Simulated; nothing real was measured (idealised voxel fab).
Herein follows the process module entitled voxel transistor to metal.
The figure presents cross-section cut, which has a width of 300 nm and is divided into square cells with an edge length of 5 nm.
Cross-section, as written here: a square-cell grid given band by band from the top down, where a band holds one or more rows of cells.
First you get the band's top height and its bottom height, in nm, and then the materials it's made of, left to right, with each width in nm. If you see a single material with "throughout", that one covers the band edge to edge. "air" is empty space.
For the purposes of this specification, 0 denotes the height below which the wafer in its as-received condition is composed wholly of one material, and the lowermost band, lacking a lower limit, extends downward without end, as expressed in "0 down".
Graded width ("30 to 40"): value in top row of band = first number; value in bottom row = second number; row-to-row change constant.
Reading "no change occurred" for a step: not a cell of the cross-section changed in it.
"Non-vented voids": empty spaces of 8 cells or more with no open way to the top, each given as width x height at distance, distance from the left edge, all in nm.
Whatever follows a step's settings on its line is a remark the simulator itself makes about that step.
overlay nm: step with mask; distance mask lay right of planned place; negative value = left of planned place.

**Intended process steps**
1. RECEIVE with material Si
2. OXIDIZE with depth nm 5
3. CONFORMAL_DEP with material SiN, thk nm 10
4. MASKED_ETCH with tone cover, mask id ACTIVE, width nm 105, pitch nm 130, etch materials SiN, depth nm 10, overlay nm -15
5. MASKED_ETCH with tone cover, mask id ACTIVE, width nm 105, pitch nm 130, etch materials SiO2, depth nm 5, overlay nm 0
6. MASKED_ETCH with tone cover, mask id ACTIVE, width nm 105, pitch nm 130, etch materials Si, depth nm 30, overlay nm 0
7. FILL_DEP with material SiO2, thk nm 15
8. CMP with height nm 10
9. SELECTIVE_ETCH with etch materials SiO2, depth nm 5
10. STRIP with etch materials SiN
11. SELECTIVE_ETCH with etch materials SiO2, depth nm 5
12. OXIDIZE with depth nm 5
13. DIRECTIONAL_DEP with material polySi, thk nm 30
14. DIRECTIONAL_DEP with material SiCN, thk nm 15
15. MASKED_ETCH with tone cover, mask id GATE, width nm 15, pitch nm 130, etch materials SiCN, depth nm 25, overlay nm 0
16. MASKED_ETCH with tone cover, mask id GATE, width nm 15, pitch nm 130, etch materials polySi, depth nm 40, overlay nm 0
17. CONFORMAL_DEP with material SiN, thk nm 10
18. DIRECTIONAL_ETCH with etch materials SiN, depth nm 10
19. DIRECTIONAL_ETCH with etch materials SiO2, depth nm 5
20. EPI with material SiGe, thk nm 5
21. FILL_DEP with material SiO2, thk nm 5
22. CMP with height nm 40
23. DIRECTIONAL_DEP with material SiO2, thk nm 10
24. DIRECTIONAL_DEP with material aC, thk nm 10
25. PATTERN with tone open, mask id CONTACT, material resist, width nm 30, thk nm 25, overlay nm 0
26. DIRECTIONAL_ETCH with etch materials aC, depth nm 10
27. STRIP with etch materials resist
28. DIRECTIONAL_ETCH with etch materials SiO2, depth nm 55
29. STRIP with etch materials aC
30. CONFORMAL_DEP with material TiN, thk nm 5
31. FILL_DEP with material W, thk nm 5
32. CMP with height nm 50
33. CONFORMAL_DEP with material SiN, thk nm 5
34. DIRECTIONAL_DEP with material lowk, thk nm 25
35. DIRECTIONAL_DEP with material aC, thk nm 15
36. PATTERN with tone open, mask id METAL_1, material resist, width nm 20, pitch nm 65, thk nm 35, overlay nm 0
37. DIRECTIONAL_ETCH with etch materials aC, depth nm 15
38. STRIP with etch materials resist
39. DIRECTIONAL_ETCH with etch materials lowk, depth nm 25
40. DIRECTIONAL_ETCH with etch materials SiN, depth nm 5
41. STRIP with etch materials aC
42. CONFORMAL_DEP with material TiN, thk nm 5
43. FILL_DEP with material Ru, thk nm 10
44. CMP with height nm 80
45. EPI with material Ru, thk nm 5
46. FILL_DEP with material SiCN, thk nm 5
Among the wafers covered here, the point of difference is the overlay nm at step 4; their starting state is shared, and the plan presents the value of the first wafer.

**Cross-section of the first incoming wafer of several, state after step 1**
  0 down  Si throughout
  Non-vented voids: none

**Module end state after final step 46: cross-section of the first of several wafers**
  90 to 85  SiCN throughout
  85 to 80  SiCN=35, Ru=30, SiCN=35, Ru=30, SiCN=35, Ru=30, SiCN=35, Ru=30, SiCN=40
  80 to 55  lowk=40, TiN=5, Ru=10, TiN=5, lowk=45, TiN=5, Ru=10, TiN=5, lowk=45, TiN=5, Ru=10, TiN=5, lowk=45, TiN=5, Ru=10, TiN=5, lowk=45
  55 to 50  SiN=40, TiN=20, SiN=45, TiN=20, SiN=45, TiN=20, SiN=45, TiN=20, SiN=45
  50 to 40  SiO2=40, TiN=5, W=20 to 15, TiN=5 to 10, SiO2=25, TiN=5 to 10, W=20 to 15, TiN=5, SiO2=45, TiN=5, W=20 to 15, TiN=5 to 10, SiO2=25, TiN=5 to 10, W=20 to 15, TiN=5, SiO2=45
  40 to 25  SiO2=40, TiN=5, W=15, TiN=5, SiN=10, SiCN=15, SiN=10, TiN=5, W=15, TiN=5, SiO2=45, TiN=5, W=15, TiN=5, SiN=10, SiCN=15, SiN=10, TiN=5, W=15, TiN=5, SiO2=45
  25 to 5  SiO2=40, TiN=5, W=15, TiN=5, SiN=10, polySi=15, SiN=10, TiN=5, W=15, TiN=5, SiO2=45, TiN=5, W=15, TiN=5, SiN=10, polySi=15, SiN=10, TiN=5, W=15, TiN=5, SiO2=45
  5 to 0  SiO2=40, TiN=5, W=15, TiN=5, SiN=10, polySi=15, SiN=10, TiN=5, W=5, TiN=15, SiO2=45, TiN=5, W=15, TiN=5, SiN=10, polySi=15, SiN=10, TiN=5, W=5, TiN=15, SiO2=45
  0 to -5  SiO2=10, SiN=10, SiO2=20, TiN=25, SiN=10, polySi=15, SiN=10, TiN=15, SiN=10, SiGe=15, SiN=10, SiO2=20, TiN=25, SiN=10, polySi=15, SiN=10, TiN=15, SiN=10, SiGe=15, SiO2=30
  -5 to -10  SiO2=20, SiGe=45, SiO2=35, SiGe=15, SiO2=15, Si=5, SiO2=15, SiGe=45, SiO2=35, SiGe=15, SiO2=15, Si=5, SiO2=35
  -10 to -35  SiO2=15, Si=120, SiO2=10, Si=120, SiO2=35
  -35 down  Si throughout
  Non-vented voids: none

**The module's end: a cross-section of the last wafer**
  90 to 85  SiCN throughout
  85 to 80  SiCN=35, Ru=30, SiCN=35, Ru=30, SiCN=35, Ru=30, SiCN=35, Ru=30, SiCN=40
  80 to 55  lowk=40, TiN=5, Ru=10, TiN=5, lowk=45, TiN=5, Ru=10, TiN=5, lowk=45, TiN=5, Ru=10, TiN=5, lowk=45, TiN=5, Ru=10, TiN=5, lowk=45
  55 to 50  SiN=40, TiN=20, SiN=45, TiN=20, SiN=45, TiN=20, SiN=45, TiN=20, SiN=45
  50 to 40  SiO2=40, TiN=5, W=20 to 15, TiN=5 to 10, SiO2=25, TiN=5 to 10, W=20 to 15, TiN=5, SiO2=45, TiN=5, W=20 to 15, TiN=5 to 10, SiO2=25, TiN=5 to 10, W=20 to 15, TiN=5, SiO2=45
  40 to 25  SiO2=40, TiN=5, W=15, TiN=5, SiN=10, SiCN=15, SiN=10, TiN=5, W=15, TiN=5, SiO2=45, TiN=5, W=15, TiN=5, SiN=10, SiCN=15, SiN=10, TiN=5, W=15, TiN=5, SiO2=45
  25 to 5  SiO2=40, TiN=5, W=15, TiN=5, SiN=10, polySi=15, SiN=10, TiN=5, W=15, TiN=5, SiO2=45, TiN=5, W=15, TiN=5, SiN=10, polySi=15, SiN=10, TiN=5, W=15, TiN=5, SiO2=45
  5 to 0  SiO2=40, TiN=15, W=5, TiN=5, SiN=10, polySi=15, SiN=10, TiN=5, W=15, TiN=5, SiO2=45, TiN=15, W=5, TiN=5, SiN=10, polySi=15, SiN=10, TiN=5, W=15, TiN=5, SiO2=45
  0 to -5  SiO2=25, SiGe=15, SiN=10, TiN=15, SiN=10, polySi=15, SiN=10, TiN=25, SiO2=20, SiN=10, SiGe=15, SiN=10, TiN=15, SiN=10, polySi=15, SiN=10, TiN=25, SiO2=20, SiN=10, SiO2=15
  -5 to -10  SiO2=30, Si=5, SiO2=15, SiGe=15, SiO2=35, SiGe=45, SiO2=15, Si=5, SiO2=15, SiGe=15, SiO2=35, SiGe=45, SiO2=25
  -10 to -35  SiO2=30, Si=120, SiO2=10, Si=120, SiO2=20
  -35 down  Si throughout
  Non-vented voids: none

**Here is how to read the rows: every wafer has a row, and it shows the wafer at the end of the module, giving for each material how many cells were gained (+) or lost (-) since the wafer was received, then listing its closed voids**
overlay nm -15; +64 Ru; -178 Si; +114 SiCN; +30 SiGe; +124 SiN; +390 SiO2; +160 TiN; +120 W; +220 lowk; +36 polySi; Non-vented voids: none
overlay nm -10; +64 Ru; -190 Si; +114 SiCN; +24 SiGe; +124 SiN; +406 SiO2; +160 TiN; +122 W; +220 lowk; +36 polySi; Non-vented voids: none
overlay nm -5; +64 Ru; -200 Si; +114 SiCN; +24 SiGe; +124 SiN; +414 SiO2; +160 TiN; +124 W; +220 lowk; +36 polySi; Non-vented voids: none
overlay nm 0; +64 Ru; -210 Si; +114 SiCN; +24 SiGe; +124 SiN; +424 SiO2; +160 TiN; +124 W; +220 lowk; +36 polySi; Non-vented voids: none
overlay nm 5; +64 Ru; -200 Si; +114 SiCN; +24 SiGe; +124 SiN; +414 SiO2; +160 TiN; +124 W; +220 lowk; +36 polySi; Non-vented voids: none
overlay nm 10; +64 Ru; -190 Si; +114 SiCN; +24 SiGe; +124 SiN; +406 SiO2; +160 TiN; +122 W; +220 lowk; +36 polySi; Non-vented voids: none
overlay nm 15; +64 Ru; -178 Si; +114 SiCN; +30 SiGe; +124 SiN; +390 SiO2; +160 TiN; +120 W; +220 lowk; +36 polySi; Non-vented voids: none
